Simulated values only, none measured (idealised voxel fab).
process module | voxel self aligned contacts
cross-section cut | 235 nm wide | cells 5 nm
A cross-section is a grid of square cells, given in bands from the top down. A band is one or more rows of cells.
Each band's line starts with the height of the band's top and of its bottom, in nm. Then come its materials from left to right, each with its width in nm. One material with "throughout" fills the band from edge to edge. "air" is empty space.
Height 0 is the level under which the wafer as received is all one material. The lowest band goes on downwards, as in "0 down".
A width such as "30 to 40" changes by the same amount from each row of cells to the next, from the band's top row to its bottom row.
"no change" after a step means that no cell of the cross-section changed.
closed voids: empty space of 8 cells or more with no open way to the top, each as width x height at its distance from the left edge, in nm
after a step's settings: what the simulator itself notes on the step
overlay nm, on a step with a mask: how far to the right of its planned place the mask lay; to the left if negative
plan
1 op RECEIVE | material Si
2 op OXIDIZE | depth nm 5
3 op DIRECTIONAL_DEP | material polySi | thk nm 25
4 op DIRECTIONAL_DEP | material SiN | thk nm 15
5 op PATTERN | tone cover | mask id GATE | material resist | width nm 25 | pitch nm 60 | thk nm 15 | overlay nm 0
6 op DIRECTIONAL_ETCH | etch materials SiN | depth nm 15
7 op DIRECTIONAL_ETCH | etch materials polySi | depth nm 25
8 op STRIP | etch materials resist
9 op CONFORMAL_DEP | material SiN | thk nm 5
10 op DIRECTIONAL_ETCH | etch materials SiN | depth nm 5
11 op FILL_DEP | material SiO2 | thk nm 15
12 op CMP | height nm 45
13 op PATTERN | tone open | mask id CONTACT | material resist | width nm 45 | pitch nm 60 | thk nm 15 | overlay nm 0
14 op DIRECTIONAL_ETCH | etch materials SiO2 | depth nm 50
15 op STRIP | etch materials resist
16 op CONFORMAL_DEP | material TiN | thk nm 5
17 op FILL_DEP | material W | thk nm 5
18 op CMP | height nm 45
19 op CONFORMAL_DEP | material SiN | thk nm 5
as received, after step 1
  0 down: Si throughout
  closed voids: none
a wafer at the end: this start, this plan, one mistake
  50 to 45: SiN throughout
  45 to 40: SiO2 65 | TiN 15 | W 15 | TiN 15 | SiO2 15 | TiN 15 | W 15 | TiN 15 | SiO2 65
  40 to 20: SiO2 40 | SiN 5 | polySi 25 | SiN 5 | TiN 5 | W 15 | TiN 5 | SiN 5 | polySi 25 | SiN 5 | TiN 5 | W 15 | TiN 5 | SiN 5 | polySi 25 | SiN 5 | SiO2 40
  20 to 15: SiO2 40 | SiN 5 | polySi 25 | SiN 5 | TiN 25 | SiN 5 | polySi 25 | SiN 5 | TiN 25 | SiN 5 | polySi 25 | SiN 5 | SiO2 40
  15 to 0: SiN throughout
  0 to -5: SiO2 throughout
  -5 down: Si throughout
  closed voids: none
what went wrong: steps 3 and 4 were swapped
